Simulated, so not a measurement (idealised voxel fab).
This section sets out a process module, namely voxel self aligned vias.
Square cell edge 5 nm, section width 280 nm, ID cut.
When this document writes out a cross-section, it uses a grid of square cells and lists it as bands, beginning at the top and moving down, with a band standing for one or more rows of cells. Read a band's entry like this: the first values are the height of its top and the height of its bottom in nm, and what follows is the sequence of materials from left to right, each with its width in nm. Note that "empty" is empty space, and that a single material marked "all across" reaches across the band from edge to edge. Measure heights from 0. That's the level where, below it, the as-received wafer is all one material. The lowest band is bottomless and extends downward; write it as in "0 nm and below". With a width like "30->40", each row of cells in the band differs from the next by the same amount, the top row carrying the first number and the bottom row the second. "nothing different" for a step: no cell of the cross-section changed in that step. Look at "Entrapped void list" for the closed voids: empty spaces with no open path to the top, sized 8 cells or up. Each is width x height at distance, distance from the left edge, all nm. Past the settings on a step's line: simulator remark, on that step. overlay nm: mask right of planned place by this much (step with mask). Neg. = left.

-- The steps planned for the process are as follows
- 1: RECEIVE | material Si
- 2: CONFORMAL_DEP | material SiO2 | thk nm 10
- 3: CONFORMAL_DEP | material SiCN | thk nm 5
- 4: DIRECTIONAL_DEP | material SiO2 | thk nm 25
- 5: PATTERN | tone open | mask id LINES | material resist | width nm 20 | pitch nm 50 | thk nm 15 | overlay nm 0
- 6: DIRECTIONAL_ETCH | etch materials SiO2 | depth nm 25
- 7: STRIP | etch materials resist
- 8: CONFORMAL_DEP | material TiN | thk nm 5
- 9: FILL_DEP | material Ru | thk nm 10
- 10: CMP | height nm 40
- 11: SELECTIVE_ETCH | etch materials W Ru TiN | depth nm 5
- 12: FILL_DEP | material SiN | thk nm 10
- 13: CMP | height nm 40
- 14: DIRECTIONAL_DEP | material SiO2 | thk nm 20
- 15: MASKED_ETCH | tone open | mask id VIAS | width nm 30 | pitch nm 50 | etch materials SiO2 | depth nm 20 | overlay nm -15
- 16: MASKED_ETCH | tone open | mask id VIAS | width nm 30 | pitch nm 50 | etch materials SiN | depth nm 5 | overlay nm 0
- 17: CONFORMAL_DEP | material TiN | thk nm 5
- 18: FILL_DEP | material W | thk nm 10
- 19: CMP | height nm 60
- 20: CONFORMAL_DEP | material SiCN | thk nm 5
varied across the wafers: overlay nm of step 15. The plan shows the first wafer's value. All wafers start alike

-- Cut through the first of several wafers as received, post step 1
* 0 nm and below | Si all across
* Entrapped void list: none

-- First wafer of several, cross-section, module end, after step 20 (last)
* 65 nm to 60 nm | SiCN all across
* 60 nm to 45 nm | SiO2 60 nm, then TiN 5 nm, then W 20 nm, then TiN 5 nm, then SiO2 20 nm, then TiN 5 nm, then W 20 nm, then TiN 5 nm, then SiO2 20 nm, then TiN 5 nm, then W 20 nm, then TiN 5 nm, then SiO2 90 nm
* 45 nm to 40 nm | SiO2 60 nm, then TiN 30 nm, then SiO2 20 nm, then TiN 30 nm, then SiO2 20 nm, then TiN 30 nm, then SiO2 90 nm
* 40 nm to 35 nm | SiO2 80 nm, then TiN 10 nm, then SiN 10 nm, then SiO2 30 nm, then TiN 10 nm, then SiN 10 nm, then SiO2 30 nm, then TiN 10 nm, then SiN 10 nm, then SiO2 80 nm
* 35 nm to 20 nm | SiO2 80 nm, then TiN 5 nm, then Ru 10 nm, then TiN 5 nm, then SiO2 30 nm, then TiN 5 nm, then Ru 10 nm, then TiN 5 nm, then SiO2 30 nm, then TiN 5 nm, then Ru 10 nm, then TiN 5 nm, then SiO2 80 nm
* 20 nm to 15 nm | SiO2 80 nm, then TiN 20 nm, then SiO2 30 nm, then TiN 20 nm, then SiO2 30 nm, then TiN 20 nm, then SiO2 80 nm
* 15 nm to 10 nm | SiCN all across
* 10 nm to 0 nm | SiO2 all across
* 0 nm and below | Si all across
* Entrapped void list: none

-- Cross-section at module completion, last wafer
* 65 nm to 60 nm | SiCN all across
* 60 nm to 45 nm | SiO2 90 nm, then TiN 5 nm, then W 20 nm, then TiN 5 nm, then SiO2 20 nm, then TiN 5 nm, then W 20 nm, then TiN 5 nm, then SiO2 20 nm, then TiN 5 nm, then W 20 nm, then TiN 5 nm, then SiO2 60 nm
* 45 nm to 40 nm | SiO2 90 nm, then TiN 30 nm, then SiO2 20 nm, then TiN 30 nm, then SiO2 20 nm, then TiN 30 nm, then SiO2 60 nm
* 40 nm to 35 nm | SiO2 80 nm, then SiN 10 nm, then TiN 10 nm, then SiO2 30 nm, then SiN 10 nm, then TiN 10 nm, then SiO2 30 nm, then SiN 10 nm, then TiN 10 nm, then SiO2 80 nm
* 35 nm to 20 nm | SiO2 80 nm, then TiN 5 nm, then Ru 10 nm, then TiN 5 nm, then SiO2 30 nm, then TiN 5 nm, then Ru 10 nm, then TiN 5 nm, then SiO2 30 nm, then TiN 5 nm, then Ru 10 nm, then TiN 5 nm, then SiO2 80 nm
* 20 nm to 15 nm | SiO2 80 nm, then TiN 20 nm, then SiO2 30 nm, then TiN 20 nm, then SiO2 30 nm, then TiN 20 nm, then SiO2 80 nm
* 15 nm to 10 nm | SiCN all across
* 10 nm to 0 nm | SiO2 all across
* 0 nm and below | Si all across
* Entrapped void list: none

-- The following table contains a row per wafer, in which are reported, at the conclusion of the module, the cells of each material gained (+) or lost (-) since the wafer's receipt, with its closed voids given thereafter
overlay nm -15, +18 Ru, +112 SiCN, +6 SiN, +484 SiO2, +72 TiN, +36 W, Entrapped void list: none
overlay nm -10, +18 Ru, +112 SiCN, +3 SiN, +484 SiO2, +72 TiN, +39 W, Entrapped void list: none
overlay nm -5, +18 Ru, +112 SiCN, +484 SiO2, +72 TiN, +42 W, Entrapped void list: none
overlay nm 0, +18 Ru, +112 SiCN, +484 SiO2, +72 TiN, +42 W, Entrapped void list: none
overlay nm 5, +18 Ru, +112 SiCN, +484 SiO2, +72 TiN, +42 W, Entrapped void list: none
overlay nm 10, +18 Ru, +112 SiCN, +3 SiN, +484 SiO2, +72 TiN, +39 W, Entrapped void list: none
overlay nm 15, +18 Ru, +112 SiCN, +6 SiN, +484 SiO2, +72 TiN, +36 W, Entrapped void list: none
